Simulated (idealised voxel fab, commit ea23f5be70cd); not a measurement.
A process module follows: voxel double patterning.
Section cut is 245 nm wide and gridded with 5 nm square cells.
For the purposes of this document, a cross-section shall be understood as a grid of square cells, specified as bands listed in top-to-bottom order, each band consisting of one or more rows of cells.
Look at the band entry: it leads with the top's height and the bottom's height in nm. Then it lists the materials left to right, with a width in nm for each. The word "all across" on a single material says that material fills the band edge to edge. The word "air" is empty space.
Heights are expressed relative to 0, this being the level below which the as-received wafer comprises one material exclusively. The lowest band is unbounded in the downward direction and is denoted as in "0 down".
Top row gets the first number, bottom row gets the second, and each row in between changes by the same step: that is how a band width like "30->40" works.
Step note "same as before" = no cross-section cell changed.
If an empty space has no open way to the top and is at least 8 cells in size, "Fully enclosed voids" lists it, written width x height at distance, where distance is measured from the left edge and every value is in nm.
Formally, on a step line, whatever follows the settings is a remark that the simulator itself makes on the step.
overlay nm: right-of-plan distance of the mask on a masked step; negative values mean left-of-plan.
List of planned process steps:
| 1 | RECEIVE: material Si |
| 2 | CONFORMAL_DEP: material SiO2, thk nm 10 |
| 3 | DIRECTIONAL_DEP: material W, thk nm 10 |
| 4 | DIRECTIONAL_DEP: material SiN, thk nm 10 |
| 5 | DIRECTIONAL_DEP: material aC, thk nm 10 |
| 6 | PATTERN: tone open, mask id FIRST, material resist, width nm 15, pitch nm 50, thk nm 25, overlay nm 0 |
| 7 | DIRECTIONAL_ETCH: etch materials aC, depth nm 10 |
| 8 | STRIP: etch materials resist |
| 9 | DIRECTIONAL_ETCH: etch materials SiN, depth nm 10 |
| 10 | STRIP: etch materials aC |
| 11 | MASKED_ETCH: tone open, mask id SECOND, width nm 15, etch materials SiN, depth nm 10, overlay nm 0 |
| 12 | DIRECTIONAL_ETCH: etch materials W, depth nm 10 |
| 13 | STRIP: etch materials SiN |
Heads up: all these wafers start the same, and what changes between them is the width nm in step 11. The value you see in the plan is just what the first wafer got.
Cross-section of the first of several wafers as received (after step 1):
* 0 down  Si all across
* Fully enclosed voids: none
The first of several wafers, seen in cross-section after the module's last step, step 13:
* 20 to 10  90 of W  15 of air  10 of W  15 of air  10 of W  15 of air  90 of W
* 10 to 0  SiO2 all across
* 0 down  Si all across
* Fully enclosed voids: none
Last wafer of the set, cross-sectioned at end of module:
* 20 to 10  90 of W  15 of air  5 of W  45 of air  90 of W
* 10 to 0  SiO2 all across
* 0 down  Si all across
* Fully enclosed voids: none
Per wafer (row), end of module: delta in cells per material since receipt, (+) for gained, (-) for lost; closed voids after that:
width nm 15 | +98 SiO2 | +80 W | Fully enclosed voids: none
width nm 20 | +98 SiO2 | +78 W | Fully enclosed voids: none
width nm 25 | +98 SiO2 | +76 W | Fully enclosed voids: none
width nm 30 | +98 SiO2 | +74 W | Fully enclosed voids: none
